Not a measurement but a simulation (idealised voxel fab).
Process module under the name voxel tone inversion
For reference, the cross-section in this document is cut, with width 275 nm and square cells of 5 nm.
A cross-section in this document is a grid of square cells, and it is written down as bands, the top band listed before the ones below it; a band is made up of one or more rows of cells.
Top height, bottom height, nm. Materials left to right, width each, nm. Single material + "edge to edge" = fills band edge to edge. "air" = empty.
We count height from 0. Below that, the starting wafer is all one material. The lowest band never ends at the bottom but goes on down; see "top 0, no bottom" for how that is written.
Per-row width for "30->40": begins at first number (top row of band), ends at second number (bottom row), increment between rows held constant.
Given "remained unchanged" for a step, no cell of the cross-section differs between before and after that step.
"Closed void table" means: voids of 8 cells or more that are shut off from the top with no open way through. Written width x height at distance, distance from the left edge, in nm.
Formally, on a step line, whatever follows the settings is a remark that the simulator itself makes on the step.
For masked steps, "overlay nm" on the step line gives how far right of plan the mask actually lay; a minus sign means it lay to the left.
Below is the list of planned process steps
- 1: op RECEIVE | material Si
- 2: op CONFORMAL_DEP | material SiCN | thk nm 5
- 3: op DIRECTIONAL_DEP | material aC | thk nm 25
- 4: op PATTERN | tone cover | mask id POSTS | material resist | width nm 15 | pitch nm 35 | thk nm 35 | overlay nm 0
- 5: op DIRECTIONAL_ETCH | etch materials aC | depth nm 25
- 6: op STRIP | etch materials resist
- 7: op FILL_DEP | material lowk | thk nm 10
- 8: op CMP | height nm 30
- 9: op STRIP | etch materials aC
The first of a set of two wafers, run to plan
So this is the incoming wafer in cross-section - it's already been through step 1
> top 0, no bottom: Si edge to edge
> Closed void table: none
Wafer after step 2 (cross-section)
> top 5, bottom 0: SiCN edge to edge
> Note: structure below 0 unchanged.
Wafer after step 3 (cross-section)
> top 30, bottom 5: aC edge to edge
> Note: structure below 5 unchanged.
Wafer after step 4 (cross-section)
> top 65, bottom 30: air=75  resist=15  air=20  resist=15  air=20  resist=15  air=20  resist=15  air=80
> Note: structure below 30 unchanged.
Wafer after step 5 (cross-section)
> top 40, bottom 30: air=75  resist=15  air=20  resist=15  air=20  resist=15  air=20  resist=15  air=80
> top 30, bottom 5: air=75  aC=15  air=20  aC=15  air=20  aC=15  air=20  aC=15  air=80
> Note: structure below 5 unchanged.
Wafer after step 6 (cross-section)
> top 30, bottom 5: air=75  aC=15  air=20  aC=15  air=20  aC=15  air=20  aC=15  air=80
> Note: structure below 5 unchanged.
Wafer after step 7 (cross-section)
> top 40, bottom 30: lowk edge to edge
> top 30, bottom 5: lowk=75  aC=15  lowk=20  aC=15  lowk=20  aC=15  lowk=20  aC=15  lowk=80
> Note: structure below 5 unchanged.
Wafer after step 8 (cross-section)
> top 30, bottom 5: lowk=75  aC=15  lowk=20  aC=15  lowk=20  aC=15  lowk=20  aC=15  lowk=80
> Note: structure below 5 unchanged.
Wafer after step 9 (cross-section)
> top 30, bottom 5: lowk=75  air=15  lowk=20  air=15  lowk=20  air=15  lowk=20  air=15  lowk=80
> Note: structure below 5 unchanged.
Second wafer, same starting state and plan as the first, one mistake in the run, identical through step 3
What the second wafer looks like in cross-section when step 4 should have wrapped up
> top 65, bottom 30: air=65  resist=15  air=20  resist=15  air=20  resist=15  air=20  resist=15  air=90
> Note: structure below 30 unchanged.
What the second wafer looks like in cross-section when step 5 should have wrapped up
> top 40, bottom 30: air=65  resist=15  air=20  resist=15  air=20  resist=15  air=20  resist=15  air=90
> top 30, bottom 5: air=65  aC=15  air=20  aC=15  air=20  aC=15  air=20  aC=15  air=90
> Note: structure below 5 unchanged.
What the second wafer looks like in cross-section when step 6 should have wrapped up
> top 30, bottom 5: air=65  aC=15  air=20  aC=15  air=20  aC=15  air=20  aC=15  air=90
> Note: structure below 5 unchanged.
What the second wafer looks like in cross-section when step 7 should have wrapped up
> top 40, bottom 30: lowk edge to edge
> top 30, bottom 5: lowk=65  aC=15  lowk=20  aC=15  lowk=20  aC=15  lowk=20  aC=15  lowk=90
> Note: structure below 5 unchanged.
What the second wafer looks like in cross-section when step 8 should have wrapped up
> top 30, bottom 5: lowk=65  aC=15  lowk=20  aC=15  lowk=20  aC=15  lowk=20  aC=15  lowk=90
> Note: structure below 5 unchanged.
What the second wafer looks like in cross-section when step 9 should have wrapped up
> top 30, bottom 5: lowk=65  air=15  lowk=20  air=15  lowk=20  air=15  lowk=20  air=15  lowk=90
> Note: structure below 5 unchanged.
Short version of what went wrong: for step 4, the planned setting was not used; the step was instead run as op PATTERN | tone cover | mask id POSTS | material resist | width nm 15 | pitch nm 35 | thk nm 35 | overlay nm -10
By the end, you'd get the same cell count for each material on either wafer, but the second wafer puts them somewhere else.
